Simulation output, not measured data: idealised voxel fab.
process module | voxel capacitor over wiring
cross-section cut | 290 nm wide | cells 5 nm
A cross-section is a grid of square cells, given in bands from the top down. A band is one or more rows of cells.
Each band's line starts with the height of the band's top and of its bottom, in nm. Then come its materials from left to right, each with its width in nm. One material with "throughout" fills the band from edge to edge. "air" is empty space.
Height 0 is the level under which the wafer as received is all one material. The lowest band goes on downwards, as in "0 down".
A width such as "30 to 40" changes by the same amount from each row of cells to the next, from the band's top row to its bottom row.
"no change" after a step means that no cell of the cross-section changed.
closed voids: empty space of 8 cells or more with no open way to the top, each as width x height at its distance from the left edge, in nm
after a step's settings: what the simulator itself notes on the step
overlay nm, on a step with a mask: how far to the right of its planned place the mask lay; to the left if negative
plan
1 op RECEIVE | material Si
2 op CONFORMAL_DEP | material SiO2 | thk nm 15
3 op CONFORMAL_DEP | material SiN | thk nm 5
4 op DIRECTIONAL_DEP | material SiO2 | thk nm 25
5 op PATTERN | tone open | mask id METAL_1 | material resist | width nm 30 | pitch nm 100 | thk nm 20 | overlay nm 0
6 op DIRECTIONAL_ETCH | etch materials SiO2 | depth nm 25
7 op DIRECTIONAL_ETCH | etch materials SiN | depth nm 5
8 op STRIP | etch materials resist
9 op CONFORMAL_DEP | material TiN | thk nm 5
10 op FILL_DEP | material Cu | thk nm 10
11 op CMP | height nm 45
12 op CONFORMAL_DEP | material SiCN | thk nm 5
13 op DIRECTIONAL_DEP | material SiO2 | thk nm 15
14 op MASKED_ETCH | tone open | mask id PLUG_1 | width nm 15 | etch materials SiO2 | depth nm 15 | overlay nm 0
15 op MASKED_ETCH | tone open | mask id PLUG_1 | width nm 15 | etch materials SiCN | depth nm 5 | overlay nm 0
16 op CONFORMAL_DEP | material TiN | thk nm 5
17 op FILL_DEP | material Cu | thk nm 10
18 op CMP | height nm 65
19 op DIRECTIONAL_DEP | material TiN | thk nm 10
20 op DIRECTIONAL_DEP | material Al2O3 | thk nm 5
21 op DIRECTIONAL_DEP | material TiN | thk nm 10
22 op MASKED_ETCH | tone cover | mask id UPPER_PLATE | width nm 75 | etch materials TiN | depth nm 10 | overlay nm 0
23 op MASKED_ETCH | tone cover | mask id UPPER_PLATE | width nm 75 | etch materials Al2O3 | depth nm 5 | overlay nm 0
24 op MASKED_ETCH | tone cover | mask id LOWER_PLATE | width nm 85 | etch materials TiN | depth nm 10 | overlay nm 0
25 op FILL_DEP | material SiO2 | thk nm 20
26 op CMP | height nm 105
27 op PATTERN | tone open | mask id PLUG_2 | material resist | width nm 15 | thk nm 20 | overlay nm 0
28 op DIRECTIONAL_ETCH | etch materials SiO2 | depth nm 15
29 op STRIP | etch materials resist
30 op CONFORMAL_DEP | material TiN | thk nm 5
31 op FILL_DEP | material W | thk nm 5
32 op CMP | height nm 105
33 op CONFORMAL_DEP | material SiCN | thk nm 5
as received, after step 1
  0 down: Si throughout
  closed voids: none
a wafer at the end: this start, this plan, one mistake
  110 to 105: SiCN throughout
  105 to 95: SiO2 105 | TiN 5 | W 5 | TiN 5 | SiO2 170
  95 to 90: SiO2 105 | TiN 15 | SiO2 170
  90 to 80: SiO2 95 | TiN 75 | SiO2 120
  80 to 75: SiO2 95 | Al2O3 75 | SiO2 120
  75 to 65: SiO2 90 | TiN 85 | SiO2 115
  65 to 50: SiO2 95 | TiN 5 | Cu 5 | TiN 5 | SiO2 180
  50 to 45: SiCN 95 | TiN 15 | SiCN 180
  45 to 40: TiN 85 | Cu 20 | TiN 80 | Cu 20 | TiN 85
  40 to 20: SiO2 80 | TiN 5 | Cu 20 | TiN 5 | SiO2 70 | TiN 5 | Cu 20 | TiN 5 | SiO2 80
  20 to 15: SiO2 80 | TiN 30 | SiO2 70 | TiN 30 | SiO2 80
  15 to 0: SiO2 throughout
  0 down: Si throughout
  closed voids: none
what went wrong: step 3 was left out
